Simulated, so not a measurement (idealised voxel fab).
Process module heading - voxel gate over fins
Section cut is 205 nm wide and gridded with 5 nm square cells.
Cross-sections here: square-cell grids, written as top-down lists of bands, a band being one or more rows of cells. Read a band's entry like this: the first values are the height of its top and the height of its bottom in nm, and what follows is the sequence of materials from left to right, each with its width in nm. Note that "blank" is empty space, and that a single material marked "edge to edge" reaches across the band from edge to edge. All heights in this document are referenced to 0, defined as the level beneath which the wafer, as received, consists entirely of one material. The lowest band is not bounded below; it extends indefinitely downward and is written in the form "0 down". So if you see something like "30 to 40" for the width, read it as the top row of the band sitting at the first number and the bottom row at the second, with every row in between moving by the same amount as the last. Step note "same as before" = no cross-section cell changed. "Closed-off voids" specifies each empty space that is not open to the top and that occupies no fewer than 8 cells, using the form width x height at distance, the distance measured from the left edge and all three quantities in nm. Formally, on a step line, whatever follows the settings is a remark that the simulator itself makes on the step. For masked steps, "overlay nm" on the step line gives how far right of plan the mask actually lay; a minus sign means it lay to the left.
# Process steps - plan
1. RECEIVE,material Si
2. CONFORMAL_DEP,material SiN,thk nm 5
3. DIRECTIONAL_DEP,material aC,thk nm 15
4. PATTERN,tone cover,mask id FINS,material resist,width nm 15,pitch nm 40,thk nm 30,overlay nm 0
5. DIRECTIONAL_ETCH,etch materials aC,depth nm 15
6. STRIP,etch materials resist
7. DIRECTIONAL_ETCH,etch materials SiN,depth nm 5
8. DIRECTIONAL_ETCH,etch materials Si,depth nm 30
9. STRIP,etch materials aC
10. FILL_DEP,material SiO2,thk nm 10
11. CMP,height nm 5
12. SELECTIVE_ETCH,etch materials SiO2,depth nm 20
13. STRIP,etch materials SiN
14. CONFORMAL_DEP,material HfO2,thk nm 5
15. CONFORMAL_DEP,material TiN,thk nm 5
16. CONFORMAL_DEP,material TiAl,thk nm 5
17. CONFORMAL_DEP,material TiN,thk nm 5
18. FILL_DEP,material W,thk nm 10
19. CMP,height nm 25
20. CONFORMAL_DEP,material SiCN,thk nm 5
# Received-state cross-section, reflecting completion of step 1
* 0 down  Si edge to edge
* Closed-off voids: none
# What the wafer looks like in cross-section after this module, when it starts as shown above and follows the plan above but one mistake is made in running it
* 30 to 25  SiCN edge to edge
* 25 to 20  W edge to edge
* 20 to 15  W 15, then TiN 175, then W 15
* 15 to 10  W 15, then TiN 5, then TiAl 165, then TiN 5, then W 15
* 10 to 5  W 15, then TiN 5, then TiAl 5, then TiN 35, then TiAl 5, then TiN 35, then TiAl 5, then TiN 35, then TiAl 5, then TiN 35, then TiAl 5, then TiN 5, then W 15
* 5 to 0  TiN 20, then TiAl 5, then TiN 5, then HfO2 25, then TiN 5, then TiAl 5, then TiN 5, then HfO2 25, then TiN 5, then TiAl 5, then TiN 5, then HfO2 25, then TiN 5, then TiAl 5, then TiN 5, then HfO2 25, then TiN 5, then TiAl 5, then TiN 20
* 0 to -5  TiAl 25, then TiN 5, then HfO2 5, then Si 15, then HfO2 5, then TiN 5, then TiAl 5, then TiN 5, then HfO2 5, then Si 15, then HfO2 5, then TiN 5, then TiAl 5, then TiN 5, then HfO2 5, then Si 15, then HfO2 5, then TiN 5, then TiAl 5, then TiN 5, then HfO2 5, then Si 15, then HfO2 5, then TiN 5, then TiAl 25
* -5 to -10  TiN 30, then HfO2 5, then Si 15, then HfO2 5, then TiN 15, then HfO2 5, then Si 15, then HfO2 5, then TiN 15, then HfO2 5, then Si 15, then HfO2 5, then TiN 15, then HfO2 5, then Si 15, then HfO2 5, then TiN 30
* -10 to -15  HfO2 35, then Si 15, then HfO2 25, then Si 15, then HfO2 25, then Si 15, then HfO2 25, then Si 15, then HfO2 35
* -15 to -60  SiO2 35, then Si 15, then SiO2 25, then Si 15, then SiO2 25, then Si 15, then SiO2 25, then Si 15, then SiO2 35
* -60 down  Si edge to edge
* Closed-off voids: none
Want to know what went wrong? step 8 in the plan was executed twice
